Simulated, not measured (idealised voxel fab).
Herein follows the process module entitled voxel capacitor over wiring.
The width of the displayed cross-section, cut, is 285 nm; its cells are square, with a size of 5 nm.
Cross-sections here: square-cell grids, written as top-down lists of bands, a band being one or more rows of cells. For a band, the entry starts with two heights in nm, that of the top and then that of the bottom, and carries on with the band's materials in order from left to right, each alongside its width in nm; the word "everywhere" beside a single material means it fills the band edge to edge, and "blank" means empty space. Height datum 0, below which the as-received substrate wafer is one material. Lowest band open at the bottom, running downward: "from 0 down". Width: "30->40" (first number = top row, second number = bottom row, same change from row to row of cells). Where the words "left unchanged" appear for a step, the cross-section shows no cell changed by that step; every cell remained as before. Closed-off voids of 8+ cells (no open route to the top) go in "Trapped voids", written width x height at distance from the left edge, in nm. If you see something after the settings on a step's line, that's the simulator's own remark about that step. overlay nm: right-of-plan distance of the mask on a masked step; negative values mean left-of-plan.

### Set out below are the planned steps of the process
1: RECEIVE | material Si
2: CONFORMAL_DEP | material SiO2 | thk nm 10
3: DIRECTIONAL_DEP | material TiN | thk nm 5
4: DIRECTIONAL_DEP | material Ru | thk nm 15
5: PATTERN | tone cover | mask id METAL_1 | material resist | width nm 30 | pitch nm 80 | thk nm 20 | overlay nm 0
6: DIRECTIONAL_ETCH | etch materials Ru | depth nm 15
7: DIRECTIONAL_ETCH | etch materials TiN | depth nm 5
8: STRIP | etch materials resist
9: CONFORMAL_DEP | material SiN | thk nm 5
10: FILL_DEP | material lowk | thk nm 5
11: CMP | height nm 30
12: CONFORMAL_DEP | material SiCN | thk nm 5
13: DIRECTIONAL_DEP | material SiO2 | thk nm 10
14: MASKED_ETCH | tone open | mask id PLUG_1 | width nm 15 | etch materials SiO2 | depth nm 10 | overlay nm 0
15: MASKED_ETCH | tone open | mask id PLUG_1 | width nm 15 | etch materials SiCN | depth nm 5 | overlay nm 0
16: EPI | material Ru | thk nm 10
17: EPI | material Ru | thk nm 5
18: DIRECTIONAL_DEP | material TiN | thk nm 10
19: DIRECTIONAL_DEP | material Al2O3 | thk nm 5
20: DIRECTIONAL_DEP | material TiN | thk nm 10
21: PATTERN | tone cover | mask id UPPER_PLATE | material resist | width nm 55 | thk nm 20 | overlay nm 0
22: DIRECTIONAL_ETCH | etch materials TiN | depth nm 10
23: DIRECTIONAL_ETCH | etch materials Al2O3 | depth nm 5
24: STRIP | etch materials resist
25: MASKED_ETCH | tone cover | mask id LOWER_PLATE | width nm 65 | etch materials TiN | depth nm 10 | overlay nm 0
26: FILL_DEP | material SiO2 | thk nm 15
27: CMP | height nm 80
28: DIRECTIONAL_DEP | material aC | thk nm 10
29: PATTERN | tone open | mask id PLUG_2 | material resist | width nm 15 | thk nm 30 | overlay nm 0
30: DIRECTIONAL_ETCH | etch materials aC | depth nm 10
31: STRIP | etch materials resist
32: DIRECTIONAL_ETCH | etch materials SiO2 | depth nm 10
33: STRIP | etch materials aC
34: CONFORMAL_DEP | material TiN | thk nm 5
35: FILL_DEP | material Ru | thk nm 5
36: CMP | height nm 80
37: CONFORMAL_DEP | material SiCN | thk nm 5

### So this is the incoming wafer in cross-section - it's already been through step 1
	from 0 down | Si everywhere
	Trapped voids: none

### As-planned run: cross-section of the first of two wafers at end of module
	from 85 to 80 | SiCN everywhere
	from 80 to 75 | SiO2 110 nm | TiN 5 nm | Ru 5 nm | TiN 5 nm | SiO2 160 nm
	from 75 to 70 | SiO2 110 nm | TiN 15 nm | SiO2 160 nm
	from 70 to 60 | SiO2 100 nm | TiN 55 nm | SiO2 130 nm
	from 60 to 55 | SiO2 100 nm | Al2O3 55 nm | SiO2 130 nm
	from 55 to 45 | SiO2 95 nm | TiN 65 nm | SiO2 125 nm
	from 45 to 35 | SiO2 100 nm | Ru 15 nm | SiO2 170 nm
	from 35 to 30 | SiCN 100 nm | Ru 15 nm | SiCN 170 nm
	from 30 to 15 | lowk 80 nm | SiN 5 nm | Ru 30 nm | SiN 5 nm | lowk 40 nm | SiN 5 nm | Ru 30 nm | SiN 5 nm | lowk 85 nm
	from 15 to 10 | SiN 85 nm | TiN 30 nm | SiN 50 nm | TiN 30 nm | SiN 90 nm
	from 10 to 0 | SiO2 everywhere
	from 0 down | Si everywhere
	Trapped voids: none

### Module end: cross-section of wafer two of two. Same start and process plan as the first wafer. One mistake during execution
	from 85 to 80 | SiCN everywhere
	from 80 to 75 | SiO2 110 nm | TiN 5 nm | Ru 5 nm | TiN 5 nm | SiO2 160 nm
	from 75 to 70 | SiO2 110 nm | TiN 15 nm | SiO2 160 nm
	from 70 to 60 | SiO2 100 nm | TiN 55 nm | SiO2 130 nm
	from 60 to 55 | SiO2 100 nm | Al2O3 55 nm | SiO2 130 nm
	from 55 to 45 | SiO2 95 nm | TiN 65 nm | SiO2 125 nm
	from 45 to 35 | SiO2 95 nm | Ru 15 nm | SiO2 175 nm
	from 35 to 30 | SiCN 100 nm | Ru 10 nm | SiCN 175 nm
	from 30 to 15 | lowk 80 nm | SiN 5 nm | Ru 30 nm | SiN 5 nm | lowk 40 nm | SiN 5 nm | Ru 30 nm | SiN 5 nm | lowk 85 nm
	from 15 to 10 | SiN 85 nm | TiN 30 nm | SiN 50 nm | TiN 30 nm | SiN 90 nm
	from 10 to 0 | SiO2 everywhere
	from 0 down | Si everywhere
	Trapped voids: none
What broke from the plan during processing? step 14 did not happen as planned, as run it was MASKED_ETCH | tone open | mask id PLUG_1 | width nm 15 | etch materials SiO2 | depth nm 10 | overlay nm -5
Once processing is complete, comparing cell counts shows that the second wafer has more or fewer of certain materials than the first: 1 fewer of Ru, 1 more of SiCN
